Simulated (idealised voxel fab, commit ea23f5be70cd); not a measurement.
process module | voxel tone inversion
cross-section cut | 230 nm wide | cells 5 nm
A cross-section is a grid of square cells, given in bands from the top down. A band is one or more rows of cells.
Each band's line starts with the height of the band's top and of its bottom, in nm. Then come its materials from left to right, each with its width in nm. One material with "throughout" fills the band from edge to edge. "air" is empty space.
Height 0 is the level under which the wafer as received is all one material. The lowest band goes on downwards, as in "0 down".
A width such as "30 to 40" changes by the same amount from each row of cells to the next, from the band's top row to its bottom row.
"no change" after a step means that no cell of the cross-section changed.
closed voids: empty space of 8 cells or more with no open way to the top, each as width x height at its distance from the left edge, in nm
after a step's settings: what the simulator itself notes on the step
overlay nm, on a step with a mask: how far to the right of its planned place the mask lay; to the left if negative
plan
1 op RECEIVE | material Si
2 op CONFORMAL_DEP | material SiN | thk nm 10
3 op DIRECTIONAL_DEP | material polySi | thk nm 20
4 op PATTERN | tone cover | mask id POSTS | material resist | width nm 15 | pitch nm 40 | thk nm 25 | overlay nm 0
5 op DIRECTIONAL_ETCH | etch materials polySi | depth nm 20
6 op STRIP | etch materials resist
7 op FILL_DEP | material SiO2 | thk nm 5
8 op CMP | height nm 30
9 op STRIP | etch materials polySi
as received, after step 1
  0 down: Si throughout
  closed voids: none
first wafer at the end, as planned
  30 to 10: SiO2 65 | air 15 | SiO2 25 | air 15 | SiO2 25 | air 15 | SiO2 70
  10 to 0: SiN throughout
  0 down: Si throughout
  closed voids: none
second wafer at the end: like start, like plan, one mistake
  30 to 10: SiO2 60 | air 15 | SiO2 25 | air 15 | SiO2 25 | air 15 | SiO2 75
  10 to 0: SiN throughout
  0 down: Si throughout
  closed voids: none
what went wrong: step 4 ran as: op PATTERN | tone cover | mask id POSTS | material resist | width nm 15 | pitch nm 40 | thk nm 25 | overlay nm -5
at the end the second wafer has, in cells: as many of each material as the first, in other places
